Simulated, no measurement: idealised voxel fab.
Process module name: voxel transistor to metal
The figure presents cross-section cut, which has a width of 280 nm and is divided into square cells with an edge length of 5 nm.
The cross-sections in this document take the form of a grid made of square cells. They are written out as bands, in order from top to bottom. Each band consists of one or more rows of cells. Quick guide to a band line: top height, bottom height (nm) up front; then every material left to right with its width in nm. Only one material and it's marked "everywhere"? Then it fills the band edge to edge. And "empty" just means empty space. Height is counted from the level 0, under which the received wafer is composed throughout of one material. The lowest of the bands is not closed at the bottom but continues downward, in the notation "0 and below". A width such as "30->40" changes by the same amount from each row of cells to the next, from the band's top row to its bottom row. The designation "everything unchanged", where it is given for a processing step, indicates that no cell of the cross-section was altered in the course of that step. "closed voids" specifies each empty space that is not open to the top and that occupies no fewer than 8 cells, using the form width x height at distance, the distance measured from the left edge and all three quantities in nm. Anything after a step's settings on that line? It's the simulator's own note about the step. overlay nm: for a step with a mask, the amount by which the mask lay right of where it was planned; a negative amount means left of it.

Steps in the process plan
| 1 | RECEIVE (material Si) |
| 2 | OXIDIZE (depth nm 5) |
| 3 | CONFORMAL_DEP (material SiN; thk nm 10) |
| 4 | PATTERN (tone cover; mask id ACTIVE; material resist; width nm 105; pitch nm 125; thk nm 15; overlay nm 0) |
| 5 | DIRECTIONAL_ETCH (etch materials SiN; depth nm 10) |
| 6 | DIRECTIONAL_ETCH (etch materials SiO2; depth nm 5) |
| 7 | DIRECTIONAL_ETCH (etch materials Si; depth nm 30) |
| 8 | STRIP (etch materials resist) |
| 9 | OXIDIZE (depth nm 5) |
| 10 | FILL_DEP (material SiO2; thk nm 15) |
| 11 | CMP (height nm 10) |
| 12 | SELECTIVE_ETCH (etch materials SiO2; depth nm 5) |
| 13 | STRIP (etch materials SiN) |
| 14 | SELECTIVE_ETCH (etch materials SiO2; depth nm 5) |
| 15 | OXIDIZE (depth nm 5) |
| 16 | DIRECTIONAL_DEP (material polySi; thk nm 20) |
| 17 | DIRECTIONAL_DEP (material SiCN; thk nm 15) |
| 18 | DIRECTIONAL_DEP (material aC; thk nm 15) |
| 19 | PATTERN (tone cover; mask id GATE; material resist; width nm 15; pitch nm 125; thk nm 30; overlay nm 0) |
| 20 | DIRECTIONAL_ETCH (etch materials aC; depth nm 15) |
| 21 | STRIP (etch materials resist) |
| 22 | DIRECTIONAL_ETCH (etch materials SiCN; depth nm 25) |
| 23 | DIRECTIONAL_ETCH (etch materials polySi; depth nm 30) |
| 24 | STRIP (etch materials aC) |
| 25 | CONFORMAL_DEP (material SiO2; thk nm 5) |
| 26 | DIRECTIONAL_ETCH (etch materials SiO2; depth nm 5) |
| 27 | CONFORMAL_DEP (material SiN; thk nm 5) |
| 28 | DIRECTIONAL_ETCH (etch materials SiN; depth nm 5) |
| 29 | DIRECTIONAL_ETCH (etch materials SiO2; depth nm 5) |
| 30 | DIRECTIONAL_ETCH (etch materials Si; depth nm 10) |
| 31 | EPI (material pSi; thk nm 15) |
| 32 | FILL_DEP (material SiO2; thk nm 5) |
| 33 | CMP (height nm 30) |
| 34 | DIRECTIONAL_DEP (material SiO2; thk nm 10) |
| 35 | MASKED_ETCH (tone open; mask id CONTACT; width nm 35; etch materials SiO2; depth nm 45; overlay nm 0) |
| 36 | CONFORMAL_DEP (material TiN; thk nm 5) |
| 37 | FILL_DEP (material Ru; thk nm 10) |
| 38 | CMP (height nm 40) |
| 39 | DIRECTIONAL_DEP (material TiN; thk nm 5) |
| 40 | DIRECTIONAL_DEP (material W; thk nm 20) |
| 41 | MASKED_ETCH (tone cover; mask id METAL_1; width nm 20; etch materials W; depth nm 20; overlay nm 0) |
| 42 | MASKED_ETCH (tone cover; mask id METAL_1; width nm 20; etch materials TiN; depth nm 5; overlay nm 0) |
| 43 | FILL_DEP (material lowk; thk nm 5) |
| 44 | CMP (height nm 65) |
| 45 | CONFORMAL_DEP (material SiN; thk nm 5) |

Delivered wafer in cross-section: state after step 1
* 0 and below | Si everywhere
* closed voids: none

Cross-section: first of two wafers, module finished, run according to plan
* 70 down to 65 | SiN everywhere
* 65 down to 45 | 30 of lowk; 20 of W; 55 of lowk; 20 of W; 30 of lowk; 20 of W; 55 of lowk; 20 of W; 30 of lowk
* 45 down to 40 | 30 of lowk; 20 of TiN; 55 of lowk; 20 of TiN; 30 of lowk; 20 of TiN; 55 of lowk; 20 of TiN; 30 of lowk
* 40 down to 30 | 30 of SiO2; 5 of TiN; 25->20 of Ru; 5->10 of TiN; 25 of SiO2; 5->10 of TiN; 25->20 of Ru; 5 of TiN; 30 of SiO2; 5 of TiN; 25->20 of Ru; 5->10 of TiN; 25 of SiO2; 5->10 of TiN; 25->20 of Ru; 5 of TiN; 30 of SiO2
* 30 down to 15 | 30 of SiO2; 5 of TiN; 20 of Ru; 5 of TiN; 5 of SiN; 5 of SiO2; 15 of SiCN; 5 of SiO2; 5 of SiN; 5 of TiN; 20 of Ru; 5 of TiN; 30 of SiO2; 5 of TiN; 20 of Ru; 5 of TiN; 5 of SiN; 5 of SiO2; 15 of SiCN; 5 of SiO2; 5 of SiN; 5 of TiN; 20 of Ru; 5 of TiN; 30 of SiO2
* 15 down to 5 | 30 of SiO2; 5 of TiN; 20->5 of Ru; 5->20 of TiN; 5 of SiN; 5 of SiO2; 15 of polySi; 5 of SiO2; 5 of SiN; 5->20 of TiN; 20->5 of Ru; 5 of TiN; 30 of SiO2; 5 of TiN; 20->5 of Ru; 5->20 of TiN; 5 of SiN; 5 of SiO2; 15 of polySi; 5 of SiO2; 5 of SiN; 5->20 of TiN; 20->5 of Ru; 5 of TiN; 30 of SiO2
* 5 down to 0 | 30 of SiO2; 5 of TiN; 5 of Ru; 5 of TiN; 15 of pSi; 5 of SiN; 5 of SiO2; 15 of polySi; 5 of SiO2; 5 of SiN; 15 of pSi; 5 of TiN; 5 of Ru; 5 of TiN; 30 of SiO2; 5 of TiN; 5 of Ru; 5 of TiN; 15 of pSi; 5 of SiN; 5 of SiO2; 15 of polySi; 5 of SiO2; 5 of SiN; 15 of pSi; 5 of TiN; 5 of Ru; 5 of TiN; 30 of SiO2
* 0 down to -5 | 25 of SiO2; 5 of SiN; 15 of TiN; 15 of pSi; 5 of SiN; 5 of SiO2; 15 of polySi; 5 of SiO2; 5 of SiN; 15 of pSi; 15 of TiN; 5 of SiN; 20 of SiO2; 5 of SiN; 15 of TiN; 15 of pSi; 5 of SiN; 5 of SiO2; 15 of polySi; 5 of SiO2; 5 of SiN; 15 of pSi; 15 of TiN; 5 of SiN; 25 of SiO2
* -5 down to -10 | 30 of SiO2; 30 of pSi; 35 of SiO2; 30 of pSi; 30 of SiO2; 30 of pSi; 35 of SiO2; 30 of pSi; 30 of SiO2
* -10 down to -20 | 30 of SiO2; 30 of pSi; 35 of Si; 30 of pSi; 30 of SiO2; 30 of pSi; 35 of Si; 30 of pSi; 30 of SiO2
* -20 down to -40 | 30 of SiO2; 95 of Si; 30 of SiO2; 95 of Si; 30 of SiO2
* -40 and below | Si everywhere
* closed voids: none

This cross-section belongs to the second wafer of two at the end of the module; the start and the plan were shared with the first, and the run included one mistake
* 70 down to 65 | SiN everywhere
* 65 down to 45 | 30 of W; 20 of lowk; 55 of W; 20 of lowk; 30 of W; 20 of lowk; 55 of W; 20 of lowk; 30 of W
* 45 down to 40 | TiN everywhere
* 40 down to 30 | 30 of SiO2; 5 of TiN; 25->20 of Ru; 5->10 of TiN; 25 of SiO2; 5->10 of TiN; 25->20 of Ru; 5 of TiN; 30 of SiO2; 5 of TiN; 25->20 of Ru; 5->10 of TiN; 25 of SiO2; 5->10 of TiN; 25->20 of Ru; 5 of TiN; 30 of SiO2
* 30 down to 15 | 30 of SiO2; 5 of TiN; 20 of Ru; 5 of TiN; 5 of SiN; 5 of SiO2; 15 of SiCN; 5 of SiO2; 5 of SiN; 5 of TiN; 20 of Ru; 5 of TiN; 30 of SiO2; 5 of TiN; 20 of Ru; 5 of TiN; 5 of SiN; 5 of SiO2; 15 of SiCN; 5 of SiO2; 5 of SiN; 5 of TiN; 20 of Ru; 5 of TiN; 30 of SiO2
* 15 down to 5 | 30 of SiO2; 5 of TiN; 20->5 of Ru; 5->20 of TiN; 5 of SiN; 5 of SiO2; 15 of polySi; 5 of SiO2; 5 of SiN; 5->20 of TiN; 20->5 of Ru; 5 of TiN; 30 of SiO2; 5 of TiN; 20->5 of Ru; 5->20 of TiN; 5 of SiN; 5 of SiO2; 15 of polySi; 5 of SiO2; 5 of SiN; 5->20 of TiN; 20->5 of Ru; 5 of TiN; 30 of SiO2
* 5 down to 0 | 30 of SiO2; 5 of TiN; 5 of Ru; 5 of TiN; 15 of pSi; 5 of SiN; 5 of SiO2; 15 of polySi; 5 of SiO2; 5 of SiN; 15 of pSi; 5 of TiN; 5 of Ru; 5 of TiN; 30 of SiO2; 5 of TiN; 5 of Ru; 5 of TiN; 15 of pSi; 5 of SiN; 5 of SiO2; 15 of polySi; 5 of SiO2; 5 of SiN; 15 of pSi; 5 of TiN; 5 of Ru; 5 of TiN; 30 of SiO2
* 0 down to -5 | 25 of SiO2; 5 of SiN; 15 of TiN; 15 of pSi; 5 of SiN; 5 of SiO2; 15 of polySi; 5 of SiO2; 5 of SiN; 15 of pSi; 15 of TiN; 5 of SiN; 20 of SiO2; 5 of SiN; 15 of TiN; 15 of pSi; 5 of SiN; 5 of SiO2; 15 of polySi; 5 of SiO2; 5 of SiN; 15 of pSi; 15 of TiN; 5 of SiN; 25 of SiO2
* -5 down to -10 | 30 of SiO2; 30 of pSi; 35 of SiO2; 30 of pSi; 30 of SiO2; 30 of pSi; 35 of SiO2; 30 of pSi; 30 of SiO2
* -10 down to -20 | 30 of SiO2; 30 of pSi; 35 of Si; 30 of pSi; 30 of SiO2; 30 of pSi; 35 of Si; 30 of pSi; 30 of SiO2
* -20 down to -40 | 30 of SiO2; 95 of Si; 30 of SiO2; 95 of Si; 30 of SiO2
* -40 and below | Si everywhere
* closed voids: none
What went wrong in running the wafer? it should be noted that step 41 was executed with settings other than those planned, the operation and settings actually applied being MASKED_ETCH (tone open; mask id METAL_1; width nm 20; etch materials W; depth nm 20; overlay nm 0)
At the finish, the second wafer shows more or fewer cells for some materials than the first does: TiN +40 | W +96 | lowk -136
